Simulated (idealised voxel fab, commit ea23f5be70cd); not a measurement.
The following process module bears the name voxel wiring stack.
The figure presents cross-section cut, which has a width of 245 nm and is divided into square cells with an edge length of 5 nm.
Heads up, the way a cross-section reads in here is a grid of square cells, handed over as bands from the top down, with every band being one or more rows of cells.
Within each band entry, the heights of the top and of the bottom of the band appear first, in that order and in nm; the materials of the band then follow from left to right, each with its corresponding width in nm. The designation "edge to edge" on a single material indicates that it fills the band from edge to edge; the designation "blank" indicates empty space.
Ref level 0: as-received wafer is one material below here. Bottom band extends down with no lower bound ("from 0 down").
It should be noted that a width expressed as "30 to 40" varies in equal increments from row to row of cells within the band, taking the value of the first number at the top row and that of the second number at the bottom row.
The designation "everything unchanged", where it is given for a processing step, indicates that no cell of the cross-section was altered in the course of that step.
"Enclosed void list" means: voids of 8 cells or more that are shut off from the top with no open way through. Written width x height at distance, distance from the left edge, in nm.
If you see something after the settings on a step's line, that's the simulator's own remark about that step.
overlay nm: where the mask lay relative to plan, measured to the right, on steps with a mask; negatives go left.
Planned process steps:
1,RECEIVE, material Si
2,CONFORMAL_DEP, material SiO2, thk nm 10
3,DIRECTIONAL_DEP, material TiN, thk nm 5
4,DIRECTIONAL_DEP, material Ru, thk nm 15
5,MASKED_ETCH, tone cover, mask id METAL_1, width nm 20, pitch nm 50, etch materials Ru, depth nm 15, overlay nm 0
6,MASKED_ETCH, tone cover, mask id METAL_1, width nm 20, pitch nm 50, etch materials TiN, depth nm 5, overlay nm 0
7,CONFORMAL_DEP, material SiN, thk nm 5
8,FILL_DEP, material SiO2, thk nm 5
9,CMP, height nm 30
10,CONFORMAL_DEP, material SiCN, thk nm 5
11,DIRECTIONAL_DEP, material lowk, thk nm 25
12,DIRECTIONAL_DEP, material aC, thk nm 10
13,PATTERN, tone open, mask id METAL_2_HOLES, material resist, width nm 15, pitch nm 100, thk nm 30, overlay nm 0
14,DIRECTIONAL_ETCH, etch materials aC, depth nm 10
15,STRIP, etch materials resist
16,DIRECTIONAL_ETCH, etch materials lowk, depth nm 25
17,STRIP, etch materials aC
18,PATTERN, tone open, mask id METAL_2, material resist, width nm 20, pitch nm 50, thk nm 15, overlay nm 0
19,DIRECTIONAL_ETCH, etch materials lowk, depth nm 15
20,DIRECTIONAL_ETCH, etch materials SiCN, depth nm 5
21,STRIP, etch materials resist
22,CONFORMAL_DEP, material TiN, thk nm 5
23,FILL_DEP, material Cu, thk nm 10
24,CMP, height nm 60
25,CONFORMAL_DEP, material SiCN, thk nm 5
First of the two wafers, run per plan:
Cross-section: wafer on arrival = after step 1:
  from 0 down  Si edge to edge
  Enclosed void list: none
So this is the wafer cross-section right after step 2:
  from 10 to 0  SiO2 edge to edge
  Nothing below the height 0 has changed.
So this is the wafer cross-section right after step 3:
  from 15 to 10  TiN edge to edge
  Nothing below the height 10 has changed.
So this is the wafer cross-section right after step 4:
  from 30 to 15  Ru edge to edge
  Nothing below the height 15 has changed.
So this is the wafer cross-section right after step 5:
  from 30 to 15  blank 35 nm / Ru 20 nm / blank 30 nm / Ru 20 nm / blank 30 nm / Ru 20 nm / blank 30 nm / Ru 20 nm / blank 40 nm
  Nothing below the height 15 has changed.
So this is the wafer cross-section right after step 6:
  from 30 to 15  blank 35 nm / Ru 20 nm / blank 30 nm / Ru 20 nm / blank 30 nm / Ru 20 nm / blank 30 nm / Ru 20 nm / blank 40 nm
  from 15 to 10  blank 35 nm / TiN 20 nm / blank 30 nm / TiN 20 nm / blank 30 nm / TiN 20 nm / blank 30 nm / TiN 20 nm / blank 40 nm
  Nothing below the height 10 has changed.
So this is the wafer cross-section right after step 7:
  from 35 to 30  blank 30 nm / SiN 30 nm / blank 20 nm / SiN 30 nm / blank 20 nm / SiN 30 nm / blank 20 nm / SiN 30 nm / blank 35 nm
  from 30 to 15  blank 30 nm / SiN 5 nm / Ru 20 nm / SiN 5 nm / blank 20 nm / SiN 5 nm / Ru 20 nm / SiN 5 nm / blank 20 nm / SiN 5 nm / Ru 20 nm / SiN 5 nm / blank 20 nm / SiN 5 nm / Ru 20 nm / SiN 5 nm / blank 35 nm
  from 15 to 10  SiN 35 nm / TiN 20 nm / SiN 30 nm / TiN 20 nm / SiN 30 nm / TiN 20 nm / SiN 30 nm / TiN 20 nm / SiN 40 nm
  Nothing below the height 10 has changed.
So this is the wafer cross-section right after step 8:
  from 40 to 35  SiO2 edge to edge
  from 35 to 30  SiO2 30 nm / SiN 30 nm / SiO2 20 nm / SiN 30 nm / SiO2 20 nm / SiN 30 nm / SiO2 20 nm / SiN 30 nm / SiO2 35 nm
  from 30 to 15  SiO2 30 nm / SiN 5 nm / Ru 20 nm / SiN 5 nm / SiO2 20 nm / SiN 5 nm / Ru 20 nm / SiN 5 nm / SiO2 20 nm / SiN 5 nm / Ru 20 nm / SiN 5 nm / SiO2 20 nm / SiN 5 nm / Ru 20 nm / SiN 5 nm / SiO2 35 nm
  Nothing below the height 15 has changed.
So this is the wafer cross-section right after step 9:
  from 30 to 15  SiO2 30 nm / SiN 5 nm / Ru 20 nm / SiN 5 nm / SiO2 20 nm / SiN 5 nm / Ru 20 nm / SiN 5 nm / SiO2 20 nm / SiN 5 nm / Ru 20 nm / SiN 5 nm / SiO2 20 nm / SiN 5 nm / Ru 20 nm / SiN 5 nm / SiO2 35 nm
  Nothing below the height 15 has changed.
So this is the wafer cross-section right after step 10:
  from 35 to 30  SiCN edge to edge
  Nothing below the height 30 has changed.
So this is the wafer cross-section right after step 11:
  from 60 to 35  lowk edge to edge
  Nothing below the height 35 has changed.
So this is the wafer cross-section right after step 12:
  from 70 to 60  aC edge to edge
  Nothing below the height 60 has changed.
So this is the wafer cross-section right after step 13:
  from 100 to 70  resist 35 nm / blank 15 nm / resist 85 nm / blank 15 nm / resist 95 nm
  Nothing below the height 70 has changed.
So this is the wafer cross-section right after step 14:
  from 90 to 70  resist 35 nm / blank 15 nm / resist 85 nm / blank 15 nm / resist 95 nm
  from 70 to 60  aC 35 nm / blank 15 nm / aC 85 nm / blank 15 nm / aC 95 nm
  Nothing below the height 60 has changed.
So this is the wafer cross-section right after step 15:
  from 70 to 60  aC 35 nm / blank 15 nm / aC 85 nm / blank 15 nm / aC 95 nm
  Nothing below the height 60 has changed.
So this is the wafer cross-section right after step 16:
  from 70 to 60  aC 35 nm / blank 15 nm / aC 85 nm / blank 15 nm / aC 95 nm
  from 60 to 35  lowk 35 nm / blank 15 nm / lowk 85 nm / blank 15 nm / lowk 95 nm
  Nothing below the height 35 has changed.
So this is the wafer cross-section right after step 17:
  from 60 to 35  lowk 35 nm / blank 15 nm / lowk 85 nm / blank 15 nm / lowk 95 nm
  Nothing below the height 35 has changed.
So this is the wafer cross-section right after step 18:
  from 75 to 60  resist 35 nm / blank 20 nm / resist 30 nm / blank 20 nm / resist 30 nm / blank 20 nm / resist 30 nm / blank 20 nm / resist 40 nm
  Nothing below the height 60 has changed.
So this is the wafer cross-section right after step 19:
  from 75 to 60  resist 35 nm / blank 20 nm / resist 30 nm / blank 20 nm / resist 30 nm / blank 20 nm / resist 30 nm / blank 20 nm / resist 40 nm
  from 60 to 45  lowk 35 nm / blank 20 nm / lowk 30 nm / blank 20 nm / lowk 30 nm / blank 20 nm / lowk 30 nm / blank 20 nm / lowk 40 nm
  Nothing below the height 45 has changed.
So this is the wafer cross-section right after step 20:
  from 75 to 60  resist 35 nm / blank 20 nm / resist 30 nm / blank 20 nm / resist 30 nm / blank 20 nm / resist 30 nm / blank 20 nm / resist 40 nm
  from 60 to 45  lowk 35 nm / blank 20 nm / lowk 30 nm / blank 20 nm / lowk 30 nm / blank 20 nm / lowk 30 nm / blank 20 nm / lowk 40 nm
  from 45 to 35  lowk 35 nm / blank 15 nm / lowk 85 nm / blank 15 nm / lowk 95 nm
  from 35 to 30  SiCN 35 nm / blank 15 nm / SiCN 85 nm / blank 15 nm / SiCN 95 nm
  Nothing below the height 30 has changed.
So this is the wafer cross-section right after step 21:
  from 60 to 45  lowk 35 nm / blank 20 nm / lowk 30 nm / blank 20 nm / lowk 30 nm / blank 20 nm / lowk 30 nm / blank 20 nm / lowk 40 nm
  Nothing below the height 45 has changed.
So this is the wafer cross-section right after step 22:
  from 65 to 60  TiN 40 nm / blank 10 nm / TiN 40 nm / blank 10 nm / TiN 40 nm / blank 10 nm / TiN 40 nm / blank 10 nm / TiN 45 nm
  from 60 to 50  lowk 35 nm / TiN 5 nm / blank 10 nm / TiN 5 nm / lowk 30 nm / TiN 5 nm / blank 10 nm / TiN 5 nm / lowk 30 nm / TiN 5 nm / blank 10 nm / TiN 5 nm / lowk 30 nm / TiN 5 nm / blank 10 nm / TiN 5 nm / lowk 40 nm
  from 50 to 45  lowk 35 nm / TiN 5 nm / blank 5 nm / TiN 10 nm / lowk 30 nm / TiN 20 nm / lowk 30 nm / TiN 5 nm / blank 5 nm / TiN 10 nm / lowk 30 nm / TiN 20 nm / lowk 40 nm
  from 45 to 35  lowk 35 nm / TiN 5 nm / blank 5 nm / TiN 5 nm / lowk 85 nm / TiN 5 nm / blank 5 nm / TiN 5 nm / lowk 95 nm
  from 35 to 30  SiCN 35 nm / TiN 15 nm / SiCN 85 nm / TiN 15 nm / SiCN 95 nm
  Nothing below the height 30 has changed.
So this is the wafer cross-section right after step 23:
  from 75 to 65  Cu edge to edge
  from 65 to 60  TiN 40 nm / Cu 10 nm / TiN 40 nm / Cu 10 nm / TiN 40 nm / Cu 10 nm / TiN 40 nm / Cu 10 nm / TiN 45 nm
  from 60 to 50  lowk 35 nm / TiN 5 nm / Cu 10 nm / TiN 5 nm / lowk 30 nm / TiN 5 nm / Cu 10 nm / TiN 5 nm / lowk 30 nm / TiN 5 nm / Cu 10 nm / TiN 5 nm / lowk 30 nm / TiN 5 nm / Cu 10 nm / TiN 5 nm / lowk 40 nm
  from 50 to 45  lowk 35 nm / TiN 5 nm / Cu 5 nm / TiN 10 nm / lowk 30 nm / TiN 20 nm / lowk 30 nm / TiN 5 nm / Cu 5 nm / TiN 10 nm / lowk 30 nm / TiN 20 nm / lowk 40 nm
  from 45 to 35  lowk 35 nm / TiN 5 nm / Cu 5 nm / TiN 5 nm / lowk 85 nm / TiN 5 nm / Cu 5 nm / TiN 5 nm / lowk 95 nm
  Nothing below the height 35 has changed.
So this is the wafer cross-section right after step 24:
  from 60 to 50  lowk 35 nm / TiN 5 nm / Cu 10 nm / TiN 5 nm / lowk 30 nm / TiN 5 nm / Cu 10 nm / TiN 5 nm / lowk 30 nm / TiN 5 nm / Cu 10 nm / TiN 5 nm / lowk 30 nm / TiN 5 nm / Cu 10 nm / TiN 5 nm / lowk 40 nm
  Nothing below the height 50 has changed.
So this is the wafer cross-section right after step 25:
  from 65 to 60  SiCN edge to edge
  Nothing below the height 60 has changed.
Now the other wafer: same start, same recipe, but we messed up one thing when running it. Up to and including step 1 it's the same as the first one:
Second wafer at the planned finish of step 2, seen in cross-section:
  from 5 to 0  TiN edge to edge
  Nothing below the height 0 has changed.
Second wafer at the planned finish of step 3, seen in cross-section:
  from 15 to 5  SiO2 edge to edge
  Nothing below the height 5 has changed.
Second wafer at the planned finish of step 4, seen in cross-section:
  from 30 to 15  Ru edge to edge
  Nothing below the height 15 has changed.
Second wafer at the planned finish of step 5, seen in cross-section:
  from 30 to 15  blank 35 nm / Ru 20 nm / blank 30 nm / Ru 20 nm / blank 30 nm / Ru 20 nm / blank 30 nm / Ru 20 nm / blank 40 nm
  Nothing below the height 15 has changed.
Second wafer at the planned finish of step 6, seen in cross-section: everything unchanged
Second wafer at the planned finish of step 7, seen in cross-section:
  from 35 to 30  blank 30 nm / SiN 30 nm / blank 20 nm / SiN 30 nm / blank 20 nm / SiN 30 nm / blank 20 nm / SiN 30 nm / blank 35 nm
  from 30 to 20  blank 30 nm / SiN 5 nm / Ru 20 nm / SiN 5 nm / blank 20 nm / SiN 5 nm / Ru 20 nm / SiN 5 nm / blank 20 nm / SiN 5 nm / Ru 20 nm / SiN 5 nm / blank 20 nm / SiN 5 nm / Ru 20 nm / SiN 5 nm / blank 35 nm
  from 20 to 15  SiN 35 nm / Ru 20 nm / SiN 30 nm / Ru 20 nm / SiN 30 nm / Ru 20 nm / SiN 30 nm / Ru 20 nm / SiN 40 nm
  Nothing below the height 15 has changed.
Second wafer at the planned finish of step 8, seen in cross-section:
  from 40 to 35  SiO2 edge to edge
  from 35 to 30  SiO2 30 nm / SiN 30 nm / SiO2 20 nm / SiN 30 nm / SiO2 20 nm / SiN 30 nm / SiO2 20 nm / SiN 30 nm / SiO2 35 nm
  from 30 to 20  SiO2 30 nm / SiN 5 nm / Ru 20 nm / SiN 5 nm / SiO2 20 nm / SiN 5 nm / Ru 20 nm / SiN 5 nm / SiO2 20 nm / SiN 5 nm / Ru 20 nm / SiN 5 nm / SiO2 20 nm / SiN 5 nm / Ru 20 nm / SiN 5 nm / SiO2 35 nm
  Nothing below the height 20 has changed.
Second wafer at the planned finish of step 9, seen in cross-section:
  from 30 to 20  SiO2 30 nm / SiN 5 nm / Ru 20 nm / SiN 5 nm / SiO2 20 nm / SiN 5 nm / Ru 20 nm / SiN 5 nm / SiO2 20 nm / SiN 5 nm / Ru 20 nm / SiN 5 nm / SiO2 20 nm / SiN 5 nm / Ru 20 nm / SiN 5 nm / SiO2 35 nm
  Nothing below the height 20 has changed.
Second wafer at the planned finish of step 10, seen in cross-section:
  from 35 to 30  SiCN edge to edge
  Nothing below the height 30 has changed.
Second wafer at the planned finish of step 11, seen in cross-section:
  from 60 to 35  lowk edge to edge
  Nothing below the height 35 has changed.
Second wafer at the planned finish of step 12, seen in cross-section:
  from 70 to 60  aC edge to edge
  Nothing below the height 60 has changed.
Second wafer at the planned finish of step 13, seen in cross-section:
  from 100 to 70  resist 35 nm / blank 15 nm / resist 85 nm / blank 15 nm / resist 95 nm
  Nothing below the height 70 has changed.
Second wafer at the planned finish of step 14, seen in cross-section:
  from 90 to 70  resist 35 nm / blank 15 nm / resist 85 nm / blank 15 nm / resist 95 nm
  from 70 to 60  aC 35 nm / blank 15 nm / aC 85 nm / blank 15 nm / aC 95 nm
  Nothing below the height 60 has changed.
Second wafer at the planned finish of step 15, seen in cross-section:
  from 70 to 60  aC 35 nm / blank 15 nm / aC 85 nm / blank 15 nm / aC 95 nm
  Nothing below the height 60 has changed.
Second wafer at the planned finish of step 16, seen in cross-section:
  from 70 to 60  aC 35 nm / blank 15 nm / aC 85 nm / blank 15 nm / aC 95 nm
  from 60 to 35  lowk 35 nm / blank 15 nm / lowk 85 nm / blank 15 nm / lowk 95 nm
  Nothing below the height 35 has changed.
Second wafer at the planned finish of step 17, seen in cross-section:
  from 60 to 35  lowk 35 nm / blank 15 nm / lowk 85 nm / blank 15 nm / lowk 95 nm
  Nothing below the height 35 has changed.
Second wafer at the planned finish of step 18, seen in cross-section:
  from 75 to 60  resist 35 nm / blank 20 nm / resist 30 nm / blank 20 nm / resist 30 nm / blank 20 nm / resist 30 nm / blank 20 nm / resist 40 nm
  Nothing below the height 60 has changed.
Second wafer at the planned finish of step 19, seen in cross-section:
  from 75 to 60  resist 35 nm / blank 20 nm / resist 30 nm / blank 20 nm / resist 30 nm / blank 20 nm / resist 30 nm / blank 20 nm / resist 40 nm
  from 60 to 45  lowk 35 nm / blank 20 nm / lowk 30 nm / blank 20 nm / lowk 30 nm / blank 20 nm / lowk 30 nm / blank 20 nm / lowk 40 nm
  Nothing below the height 45 has changed.
Second wafer at the planned finish of step 20, seen in cross-section:
  from 75 to 60  resist 35 nm / blank 20 nm / resist 30 nm / blank 20 nm / resist 30 nm / blank 20 nm / resist 30 nm / blank 20 nm / resist 40 nm
  from 60 to 45  lowk 35 nm / blank 20 nm / lowk 30 nm / blank 20 nm / lowk 30 nm / blank 20 nm / lowk 30 nm / blank 20 nm / lowk 40 nm
  from 45 to 35  lowk 35 nm / blank 15 nm / lowk 85 nm / blank 15 nm / lowk 95 nm
  from 35 to 30  SiCN 35 nm / blank 15 nm / SiCN 85 nm / blank 15 nm / SiCN 95 nm
  Nothing below the height 30 has changed.
Second wafer at the planned finish of step 21, seen in cross-section:
  from 60 to 45  lowk 35 nm / blank 20 nm / lowk 30 nm / blank 20 nm / lowk 30 nm / blank 20 nm / lowk 30 nm / blank 20 nm / lowk 40 nm
  Nothing below the height 45 has changed.
Second wafer at the planned finish of step 22, seen in cross-section:
  from 65 to 60  TiN 40 nm / blank 10 nm / TiN 40 nm / blank 10 nm / TiN 40 nm / blank 10 nm / TiN 40 nm / blank 10 nm / TiN 45 nm
  from 60 to 50  lowk 35 nm / TiN 5 nm / blank 10 nm / TiN 5 nm / lowk 30 nm / TiN 5 nm / blank 10 nm / TiN 5 nm / lowk 30 nm / TiN 5 nm / blank 10 nm / TiN 5 nm / lowk 30 nm / TiN 5 nm / blank 10 nm / TiN 5 nm / lowk 40 nm
  from 50 to 45  lowk 35 nm / TiN 5 nm / blank 5 nm / TiN 10 nm / lowk 30 nm / TiN 20 nm / lowk 30 nm / TiN 5 nm / blank 5 nm / TiN 10 nm / lowk 30 nm / TiN 20 nm / lowk 40 nm
  from 45 to 35  lowk 35 nm / TiN 5 nm / blank 5 nm / TiN 5 nm / lowk 85 nm / TiN 5 nm / blank 5 nm / TiN 5 nm / lowk 95 nm
  from 35 to 30  SiCN 35 nm / TiN 15 nm / SiCN 85 nm / TiN 15 nm / SiCN 95 nm
  Nothing below the height 30 has changed.
Second wafer at the planned finish of step 23, seen in cross-section:
  from 75 to 65  Cu edge to edge
  from 65 to 60  TiN 40 nm / Cu 10 nm / TiN 40 nm / Cu 10 nm / TiN 40 nm / Cu 10 nm / TiN 40 nm / Cu 10 nm / TiN 45 nm
  from 60 to 50  lowk 35 nm / TiN 5 nm / Cu 10 nm / TiN 5 nm / lowk 30 nm / TiN 5 nm / Cu 10 nm / TiN 5 nm / lowk 30 nm / TiN 5 nm / Cu 10 nm / TiN 5 nm / lowk 30 nm / TiN 5 nm / Cu 10 nm / TiN 5 nm / lowk 40 nm
  from 50 to 45  lowk 35 nm / TiN 5 nm / Cu 5 nm / TiN 10 nm / lowk 30 nm / TiN 20 nm / lowk 30 nm / TiN 5 nm / Cu 5 nm / TiN 10 nm / lowk 30 nm / TiN 20 nm / lowk 40 nm
  from 45 to 35  lowk 35 nm / TiN 5 nm / Cu 5 nm / TiN 5 nm / lowk 85 nm / TiN 5 nm / Cu 5 nm / TiN 5 nm / lowk 95 nm
  Nothing below the height 35 has changed.
Second wafer at the planned finish of step 24, seen in cross-section:
  from 60 to 50  lowk 35 nm / TiN 5 nm / Cu 10 nm / TiN 5 nm / lowk 30 nm / TiN 5 nm / Cu 10 nm / TiN 5 nm / lowk 30 nm / TiN 5 nm / Cu 10 nm / TiN 5 nm / lowk 30 nm / TiN 5 nm / Cu 10 nm / TiN 5 nm / lowk 40 nm
  Nothing below the height 50 has changed.
Second wafer at the planned finish of step 25, seen in cross-section:
  from 65 to 60  SiCN edge to edge
  Nothing below the height 60 has changed.
Here's what went sideways: deviation from plan: step 3 and step 2 executed in one another's positions
Bottom line after processing is that, in cells, the second wafer is up or down on some materials versus the first: -8 SiN, -25 SiO2, +33 TiN
